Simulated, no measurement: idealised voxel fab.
The process module presented herein is designated voxel air gaps.
Cross-section cut spans 165 nm and uses square cells 5 nm in size.
Each cross-section below is a grid of square cells, stated as bands in top-down order, with one or more rows of cells making up each band.
Band: top height; bottom height; in nm. Then, left to right: material with width in nm, for each material. "edge to edge": a single material spanning edge to edge. "empty": empty space.
Height is counted from the level 0, under which the received wafer is composed throughout of one material. The lowest of the bands is not closed at the bottom but continues downward, in the notation "0..down".
So if you see something like "30->40" for the width, read it as the top row of the band sitting at the first number and the bottom row at the second, with every row in between moving by the same amount as the last.
When a step is marked "nothing altered", none of the cells in the cross-section changed during that step.
"Non-vented voids" lists enclosed empty spaces (at least 8 cells, no open path upward to the top), each as width x height at distance from the left edge, in nm.
Read whatever lies past the settings on a step's line as the simulator's own remark about the step.
On any step carrying a mask, the "overlay nm" setting, if present on the step's line, tells how far right of its planned place the mask lay; negative values point to the left.
PROCESS STEPS (PLANNED)
- 1: op RECEIVE | material Si
- 2: op CONFORMAL_DEP | material SiO2 | thk nm 10
- 3: op CONFORMAL_DEP | material SiN | thk nm 5
- 4: op DIRECTIONAL_DEP | material lowk | thk nm 35
- 5: op PATTERN | tone open | mask id LINES | material resist | width nm 15 | pitch nm 45 | thk nm 20 | overlay nm 0
- 6: op DIRECTIONAL_ETCH | etch materials lowk | depth nm 35
- 7: op STRIP | etch materials resist
- 8: op CONFORMAL_DEP | material TiN | thk nm 5
- 9: op FILL_DEP | material Ru | thk nm 5
- 10: op CMP | height nm 50
- 11: op EPI | material Ru | thk nm 10
- 12: op SELECTIVE_ETCH | etch materials lowk | depth nm 45
- 13: op CONFORMAL_DEP | material SiCN | thk nm 5
THE FOLLOWING PERTAINS TO THE FIRST OF TWO WAFERS, WHICH WAS PROCESSED AS PLANNED
AS RECEIVED, AFTER STEP 1
  0..down = Si edge to edge
  Non-vented voids: none
HOW THE WAFER STANDS IN SECTION AFTER STEP 2
  10..0 = SiO2 edge to edge
  Below 0 it's all the same as before, nothing changed down there.
HOW THE WAFER STANDS IN SECTION AFTER STEP 3
  15..10 = SiN edge to edge
  Below 10 it's all the same as before, nothing changed down there.
HOW THE WAFER STANDS IN SECTION AFTER STEP 4
  50..15 = lowk edge to edge
  Below 15 it's all the same as before, nothing changed down there.
HOW THE WAFER STANDS IN SECTION AFTER STEP 5
  70..50 = resist 30 | empty 15 | resist 30 | empty 15 | resist 30 | empty 15 | resist 30
  Below 50 it's all the same as before, nothing changed down there.
HOW THE WAFER STANDS IN SECTION AFTER STEP 6
  70..50 = resist 30 | empty 15 | resist 30 | empty 15 | resist 30 | empty 15 | resist 30
  50..15 = lowk 30 | empty 15 | lowk 30 | empty 15 | lowk 30 | empty 15 | lowk 30
  Below 15 it's all the same as before, nothing changed down there.
HOW THE WAFER STANDS IN SECTION AFTER STEP 7
  50..15 = lowk 30 | empty 15 | lowk 30 | empty 15 | lowk 30 | empty 15 | lowk 30
  Below 15 it's all the same as before, nothing changed down there.
HOW THE WAFER STANDS IN SECTION AFTER STEP 8
  55..50 = TiN 35 | empty 5 | TiN 40 | empty 5 | TiN 40 | empty 5 | TiN 35
  50..20 = lowk 30 | TiN 5 | empty 5 | TiN 5 | lowk 30 | TiN 5 | empty 5 | TiN 5 | lowk 30 | TiN 5 | empty 5 | TiN 5 | lowk 30
  20..15 = lowk 30 | TiN 15 | lowk 30 | TiN 15 | lowk 30 | TiN 15 | lowk 30
  Below 15 it's all the same as before, nothing changed down there.
HOW THE WAFER STANDS IN SECTION AFTER STEP 9
  60..55 = Ru edge to edge
  55..50 = TiN 35 | Ru 5 | TiN 40 | Ru 5 | TiN 40 | Ru 5 | TiN 35
  50..20 = lowk 30 | TiN 5 | Ru 5 | TiN 5 | lowk 30 | TiN 5 | Ru 5 | TiN 5 | lowk 30 | TiN 5 | Ru 5 | TiN 5 | lowk 30
  Below 20 it's all the same as before, nothing changed down there.
HOW THE WAFER STANDS IN SECTION AFTER STEP 10
  50..20 = lowk 30 | TiN 5 | Ru 5 | TiN 5 | lowk 30 | TiN 5 | Ru 5 | TiN 5 | lowk 30 | TiN 5 | Ru 5 | TiN 5 | lowk 30
  Below 20 it's all the same as before, nothing changed down there.
HOW THE WAFER STANDS IN SECTION AFTER STEP 11
  60..50 = empty 20 | Ru 35 | empty 10 | Ru 35 | empty 10 | Ru 35 | empty 20
  Below 50 it's all the same as before, nothing changed down there.
HOW THE WAFER STANDS IN SECTION AFTER STEP 12
  60..50 = empty 20 | Ru 35 | empty 10 | Ru 35 | empty 10 | Ru 35 | empty 20
  50..20 = empty 30 | TiN 5 | Ru 5 | TiN 5 | empty 30 | TiN 5 | Ru 5 | TiN 5 | empty 30 | TiN 5 | Ru 5 | TiN 5 | empty 30
  20..15 = empty 30 | TiN 15 | empty 30 | TiN 15 | empty 30 | TiN 15 | empty 30
  Below 15 it's all the same as before, nothing changed down there.
HOW THE WAFER STANDS IN SECTION AFTER STEP 13
  65..60 = empty 15 | SiCN 135 | empty 15
  60..50 = empty 15 | SiCN 5 | Ru 35 | SiCN 10 | Ru 35 | SiCN 10 | Ru 35 | SiCN 5 | empty 15
  50..45 = empty 15 | SiCN 15 | TiN 5 | Ru 5 | TiN 5 | SiCN 30 | TiN 5 | Ru 5 | TiN 5 | SiCN 30 | TiN 5 | Ru 5 | TiN 5 | SiCN 15 | empty 15
  45..20 = empty 25 | SiCN 5 | TiN 5 | Ru 5 | TiN 5 | SiCN 5 | empty 20 | SiCN 5 | TiN 5 | Ru 5 | TiN 5 | SiCN 5 | empty 20 | SiCN 5 | TiN 5 | Ru 5 | TiN 5 | SiCN 5 | empty 25
  20..15 = SiCN 30 | TiN 15 | SiCN 30 | TiN 15 | SiCN 30 | TiN 15 | SiCN 30
  Below 15 it's all the same as before, nothing changed down there.
  Non-vented voids: 20 x 25 at 50; 20 x 25 at 95
SECOND OF TWO: SAME START, SAME PLAN, ONE RUN ERROR; STEPS UP TO AND INCLUDING 2 MATCH THE FIRST
Second wafer cross-section, taken as of the time the plan sets for step 3 to be done: nothing altered
SECOND WAFER CROSS-SECTION, TAKEN AS OF THE TIME THE PLAN SETS FOR STEP 4 TO BE DONE
  45..10 = lowk edge to edge
  Below 10 it's all the same as before, nothing changed down there.
SECOND WAFER CROSS-SECTION, TAKEN AS OF THE TIME THE PLAN SETS FOR STEP 5 TO BE DONE
  65..45 = resist 30 | empty 15 | resist 30 | empty 15 | resist 30 | empty 15 | resist 30
  Below 45 it's all the same as before, nothing changed down there.
SECOND WAFER CROSS-SECTION, TAKEN AS OF THE TIME THE PLAN SETS FOR STEP 6 TO BE DONE
  65..45 = resist 30 | empty 15 | resist 30 | empty 15 | resist 30 | empty 15 | resist 30
  45..10 = lowk 30 | empty 15 | lowk 30 | empty 15 | lowk 30 | empty 15 | lowk 30
  Below 10 it's all the same as before, nothing changed down there.
SECOND WAFER CROSS-SECTION, TAKEN AS OF THE TIME THE PLAN SETS FOR STEP 7 TO BE DONE
  45..10 = lowk 30 | empty 15 | lowk 30 | empty 15 | lowk 30 | empty 15 | lowk 30
  Below 10 it's all the same as before, nothing changed down there.
SECOND WAFER CROSS-SECTION, TAKEN AS OF THE TIME THE PLAN SETS FOR STEP 8 TO BE DONE
  50..45 = TiN 35 | empty 5 | TiN 40 | empty 5 | TiN 40 | empty 5 | TiN 35
  45..15 = lowk 30 | TiN 5 | empty 5 | TiN 5 | lowk 30 | TiN 5 | empty 5 | TiN 5 | lowk 30 | TiN 5 | empty 5 | TiN 5 | lowk 30
  15..10 = lowk 30 | TiN 15 | lowk 30 | TiN 15 | lowk 30 | TiN 15 | lowk 30
  Below 10 it's all the same as before, nothing changed down there.
SECOND WAFER CROSS-SECTION, TAKEN AS OF THE TIME THE PLAN SETS FOR STEP 9 TO BE DONE
  55..50 = Ru edge to edge
  50..45 = TiN 35 | Ru 5 | TiN 40 | Ru 5 | TiN 40 | Ru 5 | TiN 35
  45..15 = lowk 30 | TiN 5 | Ru 5 | TiN 5 | lowk 30 | TiN 5 | Ru 5 | TiN 5 | lowk 30 | TiN 5 | Ru 5 | TiN 5 | lowk 30
  Below 15 it's all the same as before, nothing changed down there.
SECOND WAFER CROSS-SECTION, TAKEN AS OF THE TIME THE PLAN SETS FOR STEP 10 TO BE DONE
  50..45 = TiN 35 | Ru 5 | TiN 40 | Ru 5 | TiN 40 | Ru 5 | TiN 35
  Below 45 it's all the same as before, nothing changed down there.
SECOND WAFER CROSS-SECTION, TAKEN AS OF THE TIME THE PLAN SETS FOR STEP 11 TO BE DONE
  60..50 = Ru edge to edge
  Below 50 it's all the same as before, nothing changed down there.
Second wafer cross-section, taken as of the time the plan sets for step 12 to be done: nothing altered
SECOND WAFER CROSS-SECTION, TAKEN AS OF THE TIME THE PLAN SETS FOR STEP 13 TO BE DONE
  65..60 = SiCN edge to edge
  Below 60 it's all the same as before, nothing changed down there.
Which mistake was made when the wafer was run? heads up, step 3 of the plan was skipped and never actually ran
Final cells, second wafer relative to first, materials higher or lower: 27 more of Ru | 78 fewer of SiCN | 33 fewer of SiN | 30 more of TiN | 168 more of lowk
By the end, 2 closed voids are present in the first wafer and 0 in the second.
